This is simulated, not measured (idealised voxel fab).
Proc. module: voxel self aligned contacts
Cross-section cut spans 235 nm and uses square cells 5 nm in size.
We lay out every cross-section as a grid of square cells and spell it out in bands from the top down, where one band means one or more rows of cells.
It is stipulated that each band's entry specify, in nanometres, the height of the top of the band and then that of its bottom, followed by the materials of the band in left-to-right sequence, each together with its width in nanometres. A single material marked by the word "edge to edge" is understood to fill the band from edge to edge; the word "blank" is understood to denote empty space.
Heights are measured from 0, the level below which the as-received wafer is all one material; the lowest band has no bottom and continues downward, written as in "0..down".
A two-number width, for instance "30->40", indicates that the width is equal to the first number in the top row of the band and to the second number in the bottom row, and that it changes by a constant amount per row of cells.
The designation "no alterations made", where it is given for a processing step, indicates that no cell of the cross-section was altered in the course of that step.
This entry, "Enclosed void listing", enumerates those empty regions of no fewer than 8 cells that possess no open connection to the top. Each region is reported in the form width x height at distance, the distance being taken from the left edge, with all three quantities expressed in nm.
Past the settings on a step's line: simulator remark, on that step.
overlay nm: for a step with a mask, the amount by which the mask lay right of where it was planned; a negative amount means left of it.

### Steps in the process plan
1,op RECEIVE | material Si
2,op OXIDIZE | depth nm 5
3,op DIRECTIONAL_DEP | material polySi | thk nm 20
4,op DIRECTIONAL_DEP | material SiN | thk nm 20
5,op MASKED_ETCH | tone cover | mask id GATE | width nm 30 | pitch nm 70 | etch materials SiN | depth nm 20 | overlay nm -15
6,op MASKED_ETCH | tone cover | mask id GATE | width nm 30 | pitch nm 70 | etch materials polySi | depth nm 20 | overlay nm 0
7,op CONFORMAL_DEP | material SiN | thk nm 10
8,op DIRECTIONAL_ETCH | etch materials SiN | depth nm 10
9,op FILL_DEP | material SiO2 | thk nm 10
10,op CMP | height nm 45
11,op DIRECTIONAL_DEP | material aC | thk nm 10
12,op PATTERN | tone open | mask id CONTACT | material resist | width nm 50 | thk nm 30 | overlay nm 0
13,op DIRECTIONAL_ETCH | etch materials aC | depth nm 10
14,op STRIP | etch materials resist
15,op DIRECTIONAL_ETCH | etch materials SiO2 | depth nm 50
16,op STRIP | etch materials aC
17,op CONFORMAL_DEP | material TiN | thk nm 5
18,op FILL_DEP | material Ru | thk nm 10
19,op CMP | height nm 45
20,op CONFORMAL_DEP | material SiN | thk nm 5
Wafer-to-wafer difference: overlay nm, step 5. Common start. Plan = first wafer's value.

### The as-received cross-section of the first of several wafers corresponds to the state after step 1
    0..down  Si edge to edge
    Enclosed void listing: none

### Wafer cross-section (first of several) - module end, post step 20 (last step)
    50..45  SiN edge to edge
    45..40  90 SiO2; 5 TiN; 10 Ru; 35 TiN; 95 SiO2
    40..25  40 SiO2; 50 SiN; 5 TiN; 10 Ru; 5 TiN; 50 SiN; 75 SiO2
    25..20  40 SiO2; 50 SiN; 20 TiN; 50 SiN; 75 SiO2
    20..0  40 SiO2; 10 SiN; 45 polySi; 10 SiN; 5 TiN; 10 SiN; 45 polySi; 10 SiN; 60 SiO2
    0..-5  105 SiO2; 5 TiN; 125 SiO2
    -5..down  Si edge to edge
    Enclosed void listing: none

### Here's the last wafer cross-sectioned at the end of the module
    50..45  SiN edge to edge
    45..40  90 SiO2; 35 TiN; 10 Ru; 5 TiN; 95 SiO2
    40..25  70 SiO2; 50 SiN; 5 TiN; 10 Ru; 5 TiN; 50 SiN; 45 SiO2
    25..20  70 SiO2; 50 SiN; 20 TiN; 50 SiN; 45 SiO2
    20..0  55 SiO2; 10 SiN; 45 polySi; 10 SiN; 5 TiN; 10 SiN; 45 polySi; 10 SiN; 45 SiO2
    0..-5  120 SiO2; 5 TiN; 110 SiO2
    -5..down  Si edge to edge
    Enclosed void listing: none

### The following table contains a row per wafer, in which are reported, at the conclusion of the module, the cells of each material gained (+) or lost (-) since the wafer's receipt, with its closed voids given thereafter
overlay nm -15, +8 Ru, -47 Si, +159 SiN, +255 SiO2, +23 TiN, +72 polySi, Enclosed void listing: none
overlay nm -10, +8 Ru, -47 Si, +159 SiN, +258 SiO2, +28 TiN, +64 polySi, Enclosed void listing: none
overlay nm -5, +13 Ru, -47 Si, +159 SiN, +261 SiO2, +28 TiN, +56 polySi, Enclosed void listing: none
overlay nm 0, +18 Ru, -47 Si, +159 SiN, +264 SiO2, +28 TiN, +48 polySi, Enclosed void listing: none
overlay nm 5, +13 Ru, -47 Si, +159 SiN, +261 SiO2, +28 TiN, +56 polySi, Enclosed void listing: none
overlay nm 10, +8 Ru, -47 Si, +159 SiN, +258 SiO2, +28 TiN, +64 polySi, Enclosed void listing: none
overlay nm 15, +8 Ru, -47 Si, +159 SiN, +255 SiO2, +23 TiN, +72 polySi, Enclosed void listing: none
